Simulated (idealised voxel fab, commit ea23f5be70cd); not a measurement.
Process module under the name voxel spacer lines
The figure presents cross-section cut, which has a width of 165 nm and is divided into square cells with an edge length of 5 nm.
Cross-section spec: square-cell grid; bands listed top down; each band is one or more rows.
Per band: top height and bottom height in nm, followed by the left-to-right materials and their widths in nm; "edge to edge" marks a single material spanning edge to edge, "blank" marks empty space.
Heights are reckoned from 0. Under this level, the received wafer is all of one material. The bottommost band is open-ended downward, for example "0 -> down".
Graded width ("30..40"): value in top row of band = first number; value in bottom row = second number; row-to-row change constant.
Reading "all unchanged" for a step: not a cell of the cross-section changed in it.
You'll see "Sealed internal cavities" listing empty spaces that have no way open to the top, as long as they're 8 cells or more; the notation is width x height at distance, where the distance is from the left edge, and all of it is in nm.
Post-settings text on a step line: simulator's own remark regarding the step.
"overlay nm" on a masked step: distance the mask lay right of its planned place, negative for left.
Process steps (planned)
1,RECEIVE [material Si]
2,CONFORMAL_DEP [material Al2O3] [thk nm 5]
3,DIRECTIONAL_DEP [material polySi] [thk nm 20]
4,DIRECTIONAL_DEP [material aC] [thk nm 30]
5,PATTERN [tone cover] [mask id MANDREL] [material resist] [width nm 20] [pitch nm 70] [thk nm 35] [overlay nm 0]
6,DIRECTIONAL_ETCH [etch materials aC] [depth nm 30]
7,STRIP [etch materials resist]
8,CONFORMAL_DEP [material SiO2] [thk nm 15]
9,DIRECTIONAL_ETCH [etch materials SiO2] [depth nm 15]
10,STRIP [etch materials aC]
11,DIRECTIONAL_ETCH [etch materials polySi] [depth nm 20]
12,STRIP [etch materials SiO2]
This is the cross-section of the wafer as we received it, i.e. after step 1
* 0 -> down  Si edge to edge
* Sealed internal cavities: none
End-of-module cross-section of the first of two wafers, processed as planned
* 25 -> 5  blank=20, then polySi=15, then blank=20, then polySi=15, then blank=20, then polySi=15, then blank=20, then polySi=15, then blank=25
* 5 -> 0  Al2O3 edge to edge
* 0 -> down  Si edge to edge
* Sealed internal cavities: none
Wafer two, end of module, cross-section. Same start, same plan as wafer one. One mistake in the run
* 45 -> 25  blank=20, then polySi=15, then blank=20, then polySi=15, then blank=20, then polySi=15, then blank=20, then polySi=15, then blank=25
* 25 -> 5  polySi edge to edge
* 5 -> 0  Al2O3 edge to edge
* 0 -> down  Si edge to edge
* Sealed internal cavities: none
What went wrong in running the wafer? step 3 was run twice
It is noted that, at the conclusion of processing, the second wafer exhibits a higher or lower cell count for certain materials relative to the first: 132 more of polySi
